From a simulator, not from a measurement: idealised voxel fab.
The document below concerns the process module designated voxel capacitor over wiring.
Square cell edge 5 nm, section width 155 nm, ID cut.
This document writes a cross-section as a grid whose cells are square, and gives it as bands, listed from the top down; one or more rows of cells form a band. The entry gives the band's vertical extent as a top height and a bottom height in nm, then its horizontal make-up as materials from left to right, each with a width in nm. "air" stands for empty space; a single material marked "full width" fills the band edge to edge. Where do heights start? At 0: under that level the wafer as delivered is made of one material only. And the lowest band has no floor; it just carries on downward, as in "0 and below". Top row gets the first number, bottom row gets the second, and each row in between changes by the same step: that is how a band width like "30..40" works. "no alterations made" means the step left every cell of the cross-section as it was. Internal closed voids: empty space of 8 cells or more with no open way to the top, each as width x height at its distance from the left edge, in nm. Where a step's line continues beyond its settings, the continuation is a remark by the simulator itself on that step. When a step includes a mask, the "overlay nm" setting on its line states how far to the right of its planned place that mask lay, and negative values state how far to the left.

Process steps (planned):
1,RECEIVE: material Si
2,CONFORMAL_DEP: material SiO2, thk nm 15
3,DIRECTIONAL_DEP: material TiN, thk nm 5
4,DIRECTIONAL_DEP: material Ru, thk nm 15
5,MASKED_ETCH: tone cover, mask id METAL_1, width nm 25, pitch nm 85, etch materials Ru, depth nm 15, overlay nm 0
6,MASKED_ETCH: tone cover, mask id METAL_1, width nm 25, pitch nm 85, etch materials TiN, depth nm 5, overlay nm 0
7,CONFORMAL_DEP: material SiN, thk nm 5
8,FILL_DEP: material SiO2, thk nm 5
9,CMP: height nm 35
10,CONFORMAL_DEP: material SiCN, thk nm 5
11,DIRECTIONAL_DEP: material lowk, thk nm 20
12,MASKED_ETCH: tone open, mask id PLUG_1, width nm 15, etch materials lowk, depth nm 20, overlay nm 0
13,MASKED_ETCH: tone open, mask id PLUG_1, width nm 15, etch materials SiCN, depth nm 5, overlay nm 0
14,EPI: material Ru, thk nm 10
15,EPI: material Ru, thk nm 10
16,EPI: material Ru, thk nm 5
17,DIRECTIONAL_DEP: material TiN, thk nm 5
18,DIRECTIONAL_DEP: material SiN, thk nm 5
19,DIRECTIONAL_DEP: material TiN, thk nm 5
20,MASKED_ETCH: tone cover, mask id UPPER_PLATE, width nm 65, etch materials TiN, depth nm 5, overlay nm 0
21,MASKED_ETCH: tone cover, mask id UPPER_PLATE, width nm 65, etch materials SiN, depth nm 5, overlay nm 0
22,PATTERN: tone cover, mask id LOWER_PLATE, material resist, width nm 75, thk nm 20, overlay nm 0
23,DIRECTIONAL_ETCH: etch materials TiN, depth nm 5
24,STRIP: etch materials resist
25,FILL_DEP: material SiO2, thk nm 20
26,CMP: height nm 90
27,PATTERN: tone open, mask id PLUG_2, material resist, width nm 15, thk nm 20, overlay nm 0
28,DIRECTIONAL_ETCH: etch materials SiO2, depth nm 15
29,STRIP: etch materials resist
30,CONFORMAL_DEP: material TiN, thk nm 5
31,FILL_DEP: material W, thk nm 10
32,CMP: height nm 90
33,CONFORMAL_DEP: material SiN, thk nm 5

As-received wafer cross-section (after step 1):
    0 and below: Si full width
    Internal closed voids: none

First of two wafers at the end of the module, shown in cross-section; run carried out as planned:
    95 down to 90: SiN full width
    90 down to 80: SiO2: 40  TiN: 5  W: 5  TiN: 5  SiO2: 100
    80 down to 70: SiO2: 40..30  TiN: 15..65  SiO2: 100..60
    70 down to 65: SiO2: 30  SiN: 65  SiO2: 60
    65 down to 60: SiO2: 25  TiN: 75  SiO2: 55
    60 down to 40: lowk: 30  Ru: 15  lowk: 110
    40 down to 35: SiCN: 30  Ru: 15  SiCN: 110
    35 down to 20: SiO2: 15  SiN: 5  Ru: 25  SiN: 5  SiO2: 50  SiN: 5  Ru: 25  SiN: 5  SiO2: 20
    20 down to 15: SiN: 20  TiN: 25  SiN: 60  TiN: 25  SiN: 25
    15 down to 0: SiO2 full width
    0 and below: Si full width
    Internal closed voids: none

Cross-sectional view of the second of two wafers upon completion of the module. This wafer shared its starting condition and process plan with the first; one error was made during its execution:
    95 down to 90: SiN full width
    90 down to 80: SiO2: 40  TiN: 5  W: 5  TiN: 5  SiO2: 100
    80 down to 70: SiO2: 40..35  TiN: 15..60  SiO2: 100..60
    70 down to 65: SiO2: 30  SiN: 65  SiO2: 60
    65 down to 60: SiO2: 30  TiN: 80  SiO2: 45
    60 down to 40: lowk: 30  Ru: 15  lowk: 110
    40 down to 35: SiCN: 30  Ru: 15  SiCN: 110
    35 down to 20: SiO2: 15  SiN: 5  Ru: 25  SiN: 5  SiO2: 50  SiN: 5  Ru: 25  SiN: 5  SiO2: 20
    20 down to 15: SiN: 20  TiN: 25  SiN: 60  TiN: 25  SiN: 25
    15 down to 0: SiO2 full width
    0 and below: Si full width
    Internal closed voids: none
So what did we get wrong on this run? the process deviated at step 22: the operation and settings actually run there were PATTERN: tone cover, mask id LOWER_PLATE, material resist, width nm 75, thk nm 20, overlay nm 10
At the end, each material covers as many cells on the second wafer as it does on the first, though the cells it covers are elsewhere.
